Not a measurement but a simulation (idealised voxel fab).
Proc. module: voxel transistor to metal
Square cells of 5 nm make up the cross-section cut, whose width is 160 nm.
Throughout this document, each cross-section is represented as a grid of square cells and is presented as a sequence of bands enumerated from the top downward, where a band comprises one or more rows of cells. Top height, bottom height, nm. Materials left to right, width each, nm. Single material + "all across" = fills band edge to edge. "air" = empty. Convention: height 0 is the level below which the wafer, as received, is all one material. The lowest band does not terminate at the bottom but continues downward, represented as "z 0 and below". Width "30 to 40": first value at the band's top row of cells, second value at its bottom row, equal change from row to row. Reading "no modifications" for a step: not a cell of the cross-section changed in it. Listed in "Enclosed void catalog": every empty space of 8 or more cells without an open way to the top. Form: width x height at distance, the distance being from the left edge, all in nm. On each step's line, the part that comes after the settings is the simulator's own comment on the step. The "overlay nm" setting may appear on a step's line; for a step that uses a mask, it gives how far to the right of its planned position the mask lay, and a negative value indicates the left.
So here's the lineup of process steps we planned
1. RECEIVE [material Si]
2. CONFORMAL_DEP [material SiO2] [thk nm 5]
3. CONFORMAL_DEP [material SiN] [thk nm 15]
4. PATTERN [tone cover] [mask id ACTIVE] [material resist] [width nm 95] [thk nm 15] [overlay nm 0]
5. DIRECTIONAL_ETCH [etch materials SiN] [depth nm 15]
6. DIRECTIONAL_ETCH [etch materials SiO2] [depth nm 5]
7. DIRECTIONAL_ETCH [etch materials Si] [depth nm 20]
8. STRIP [etch materials resist]
9. FILL_DEP [material SiO2] [thk nm 15]
10. CMP [height nm 20]
11. SELECTIVE_ETCH [etch materials SiO2] [depth nm 10]
12. STRIP [etch materials SiN]
13. SELECTIVE_ETCH [etch materials SiO2] [depth nm 5]
14. OXIDIZE [depth nm 5]
15. DIRECTIONAL_DEP [material polySi] [thk nm 25]
16. DIRECTIONAL_DEP [material SiCN] [thk nm 15]
17. PATTERN [tone cover] [mask id GATE] [material resist] [width nm 25] [thk nm 15] [overlay nm 0]
18. DIRECTIONAL_ETCH [etch materials SiCN] [depth nm 25]
19. DIRECTIONAL_ETCH [etch materials polySi] [depth nm 35]
20. STRIP [etch materials resist]
21. CONFORMAL_DEP [material SiO2] [thk nm 5]
22. DIRECTIONAL_ETCH [etch materials SiO2] [depth nm 5]
23. CONFORMAL_DEP [material SiN] [thk nm 5]
24. DIRECTIONAL_ETCH [etch materials SiN] [depth nm 5]
25. DIRECTIONAL_ETCH [etch materials SiO2] [depth nm 5]
26. DIRECTIONAL_ETCH [etch materials Si] [depth nm 15]
27. EPI [material SiGe] [thk nm 15]
28. FILL_DEP [material SiO2] [thk nm 5]
29. CMP [height nm 25]
30. STRIP [etch materials polySi]
31. SELECTIVE_ETCH [etch materials SiO2] [depth nm 5]
32. CONFORMAL_DEP [material HfO2] [thk nm 5]
33. CONFORMAL_DEP [material TiN] [thk nm 5]
34. FILL_DEP [material W] [thk nm 5]
35. CMP [height nm 20]
36. DIRECTIONAL_DEP [material SiO2] [thk nm 15]
37. PATTERN [tone open] [mask id CONTACT] [material resist] [width nm 15] [pitch nm 70] [thk nm 20] [overlay nm 0]
38. DIRECTIONAL_ETCH [etch materials SiO2] [depth nm 25]
39. STRIP [etch materials resist]
40. CONFORMAL_DEP [material TiN] [thk nm 5]
41. FILL_DEP [material Ru] [thk nm 10]
42. CMP [height nm 35]
43. DIRECTIONAL_DEP [material TiN] [thk nm 5]
44. DIRECTIONAL_DEP [material W] [thk nm 25]
45. PATTERN [tone cover] [mask id METAL_1] [material resist] [width nm 15] [pitch nm 70] [thk nm 20] [overlay nm 0]
46. DIRECTIONAL_ETCH [etch materials W] [depth nm 25]
47. DIRECTIONAL_ETCH [etch materials TiN] [depth nm 5]
48. STRIP [etch materials resist]
49. FILL_DEP [material SiO2] [thk nm 5]
50. CMP [height nm 65]
51. CONFORMAL_DEP [material SiCN] [thk nm 5]
52. DIRECTIONAL_DEP [material SiO2] [thk nm 30]
53. PATTERN [tone open] [mask id METAL_2] [material resist] [width nm 15] [pitch nm 70] [thk nm 20] [overlay nm 0]
54. DIRECTIONAL_ETCH [etch materials SiO2] [depth nm 20]
55. STRIP [etch materials resist]
56. MASKED_ETCH [tone open] [mask id METAL_2_HOLES] [width nm 15] [pitch nm 70] [etch materials SiO2] [depth nm 10] [overlay nm 0]
57. MASKED_ETCH [tone open] [mask id METAL_2_HOLES] [width nm 15] [pitch nm 70] [etch materials SiCN] [depth nm 5] [overlay nm 0]
58. CONFORMAL_DEP [material TiN] [thk nm 5]
59. FILL_DEP [material Ru] [thk nm 5]
60. CMP [height nm 100]
61. CONFORMAL_DEP [material SiCN] [thk nm 5]
As-received state of the wafer in cross-section, equivalent to post-step 1
	z 0 and below | Si all across
	Enclosed void catalog: none
First of two wafers at the end of the module, shown in cross-section; run carried out as planned
	z 105 to 100 | SiCN all across
	z 100 to 70 | SiO2: 35, then TiN: 5, then Ru: 5, then TiN: 5, then SiO2: 55, then TiN: 5, then Ru: 5, then TiN: 5, then SiO2: 40
	z 70 to 65 | SiCN: 35, then TiN: 15, then SiCN: 55, then TiN: 15, then SiCN: 40
	z 65 to 40 | SiO2: 35, then W: 15, then SiO2: 55, then W: 15, then SiO2: 40
	z 40 to 35 | SiO2: 35, then TiN: 15, then SiO2: 55, then TiN: 15, then SiO2: 40
	z 35 to 20 | SiO2: 35, then TiN: 5, then Ru: 5, then TiN: 5, then SiO2: 55, then TiN: 5, then Ru: 5, then TiN: 5, then SiO2: 40
	z 20 to 15 | SiO2: 35, then TiN: 5, then Ru: 5, then TiN: 5, then SiO2: 5, then SiN: 5, then HfO2: 5, then TiN: 5, then W: 15, then TiN: 5, then HfO2: 5, then SiN: 5, then SiO2: 5, then TiN: 5, then Ru: 5, then TiN: 5, then SiO2: 40
	z 15 to 10 | SiO2: 35, then TiN: 15, then SiO2: 5, then SiN: 5, then HfO2: 5, then TiN: 5, then W: 15, then TiN: 5, then HfO2: 5, then SiN: 5, then SiO2: 5, then TiN: 15, then SiO2: 40
	z 10 to 5 | SiO2: 30, then SiGe: 25, then SiN: 5, then HfO2: 5, then TiN: 5, then W: 15, then TiN: 5, then HfO2: 5, then SiN: 5, then SiGe: 25, then SiO2: 35
	z 5 to 0 | SiO2: 30, then SiN: 5, then SiGe: 20, then SiN: 5, then HfO2: 5, then TiN: 25, then HfO2: 5, then SiN: 5, then SiGe: 20, then SiN: 5, then SiO2: 35
	z 0 to -5 | SiO2: 35, then SiGe: 20, then SiO2: 5, then HfO2: 35, then SiO2: 5, then SiGe: 20, then SiO2: 40
	z -5 to -20 | SiO2: 30, then Si: 5, then SiGe: 20, then Si: 45, then SiGe: 20, then Si: 5, then SiO2: 35
	z -20 and below | Si all across
	Enclosed void catalog: none
Second of two wafers, module complete, sectioned: it shares the first wafer's start and plan but was run with one mistake
	z 105 to 100 | SiCN all across
	z 100 to 70 | SiO2: 35, then TiN: 5, then Ru: 5, then TiN: 5, then SiO2: 55, then TiN: 5, then Ru: 5, then TiN: 5, then SiO2: 40
	z 70 to 65 | SiCN: 35, then TiN: 15, then SiCN: 55, then TiN: 15, then SiCN: 40
	z 65 to 40 | SiO2: 35, then W: 15, then SiO2: 55, then W: 15, then SiO2: 40
	z 40 to 35 | SiO2: 35, then TiN: 15, then SiO2: 55, then TiN: 15, then SiO2: 40
	z 35 to 20 | SiO2: 35, then TiN: 5, then Ru: 5, then TiN: 5, then SiO2: 55, then TiN: 5, then Ru: 5, then TiN: 5, then SiO2: 40
	z 20 to 15 | SiO2: 35, then TiN: 5, then Ru: 5, then TiN: 5, then SiO2: 5, then SiN: 5, then HfO2: 5, then TiN: 5, then W: 15, then TiN: 5, then HfO2: 5, then SiN: 5, then SiO2: 5, then TiN: 5, then Ru: 5, then TiN: 5, then SiO2: 40
	z 15 to 10 | SiO2: 35, then TiN: 15, then SiO2: 5, then SiN: 5, then HfO2: 5, then TiN: 5, then W: 15, then TiN: 5, then HfO2: 5, then SiN: 5, then SiO2: 5, then TiN: 15, then SiO2: 40
	z 10 to 5 | SiO2: 35, then SiGe: 20, then SiN: 5, then HfO2: 5, then TiN: 5, then W: 15, then TiN: 5, then HfO2: 5, then SiN: 5, then SiGe: 25, then SiO2: 35
	z 5 to 0 | SiO2: 35, then SiN: 5, then SiGe: 15, then SiN: 5, then HfO2: 5, then TiN: 25, then HfO2: 5, then SiN: 5, then SiGe: 20, then SiN: 5, then SiO2: 35
	z 0 to -5 | SiO2: 40, then SiGe: 15, then SiO2: 5, then HfO2: 35, then SiO2: 5, then SiGe: 20, then SiO2: 40
	z -5 to -20 | SiO2: 35, then Si: 5, then SiGe: 15, then Si: 45, then SiGe: 20, then Si: 5, then SiO2: 35
	z -20 and below | Si all across
	Enclosed void catalog: none
Nonconformance to the process plan: not per plan at step 4, really ran PATTERN [tone cover] [mask id ACTIVE] [material resist] [width nm 90] [thk nm 15] [overlay nm 0]
Once processing is complete, comparing cell counts shows that the second wafer has more or fewer of certain materials than the first: SiGe: 6 fewer; SiO2: 6 more
